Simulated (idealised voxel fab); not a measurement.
The name of this process module is voxel self aligned vias.
Cross-section cut: width 190 nm, square cells of 5 nm.
A cross-section is written here as square cells arranged in a grid, and it is given in bands from the top down, each band taking up one or more rows of cells. Per band: top height and bottom height in nm, followed by the left-to-right materials and their widths in nm; "everywhere" marks a single material spanning edge to edge, "blank" marks empty space. All heights in this document are referenced to 0, defined as the level beneath which the wafer, as received, consists entirely of one material. The lowest band is not bounded below; it extends indefinitely downward and is written in the form "from 0 down". Graded width ("30->40"): value in top row of band = first number; value in bottom row = second number; row-to-row change constant. A step reported as "no change occurred" is a step in which no cell of the cross-section changed. "Enclosed voids" enumerates empty spaces isolated from the top, with no open way to it, that contain at least 8 cells, giving each as width x height at distance from the left edge, all three in nm. Heads up: the bit after the settings on a step's line is the simulator's remark on that step. "overlay nm" answers the question of how far to the right of plan the mask lay on a step that has a mask, and when it is negative the answer is to the left.

-- Steps in the process plan
1. RECEIVE (material Si)
2. CONFORMAL_DEP (material SiO2; thk nm 15)
3. CONFORMAL_DEP (material SiCN; thk nm 5)
4. DIRECTIONAL_DEP (material SiO2; thk nm 30)
5. PATTERN (tone open; mask id LINES; material resist; width nm 20; pitch nm 60; thk nm 20; overlay nm 0)
6. DIRECTIONAL_ETCH (etch materials SiO2; depth nm 30)
7. STRIP (etch materials resist)
8. CONFORMAL_DEP (material TiN; thk nm 5)
9. FILL_DEP (material Ru; thk nm 10)
10. CMP (height nm 50)
11. SELECTIVE_ETCH (etch materials W Ru TiN; depth nm 5)
12. FILL_DEP (material SiN; thk nm 10)
13. CMP (height nm 50)
14. DIRECTIONAL_DEP (material SiO2; thk nm 15)
15. PATTERN (tone open; mask id VIAS; material resist; width nm 40; thk nm 15; overlay nm 0)
16. DIRECTIONAL_ETCH (etch materials SiO2; depth nm 15)
17. DIRECTIONAL_ETCH (etch materials SiN; depth nm 5)
18. STRIP (etch materials resist)
19. CONFORMAL_DEP (material TiN; thk nm 5)
20. FILL_DEP (material Ru; thk nm 5)
21. CMP (height nm 65)
22. CONFORMAL_DEP (material SiN; thk nm 5)

-- Delivered wafer in cross-section: state after step 1
  from 0 down | Si everywhere
  Enclosed voids: none

-- End state of the module in cross-section, given the above starting point and plan and one mistake in execution
  from 70 to 65 | SiN everywhere
  from 65 to 50 | SiO2 45 / TiN 5 / Ru 30 / TiN 5 / SiO2 105
  from 50 to 45 | SiN 45 / TiN 40 / SiN 105
  from 45 to 20 | SiO2 55 / TiN 5 / Ru 10 / TiN 5 / SiO2 40 / TiN 5 / Ru 10 / TiN 5 / SiO2 55
  from 20 to 15 | SiO2 55 / TiN 20 / SiO2 40 / TiN 20 / SiO2 55
  from 15 to 0 | SiO2 everywhere
  from 0 down | Si everywhere
  Enclosed voids: none
What went wrong in running the wafer? step 3 of the plan was jumped over and never run
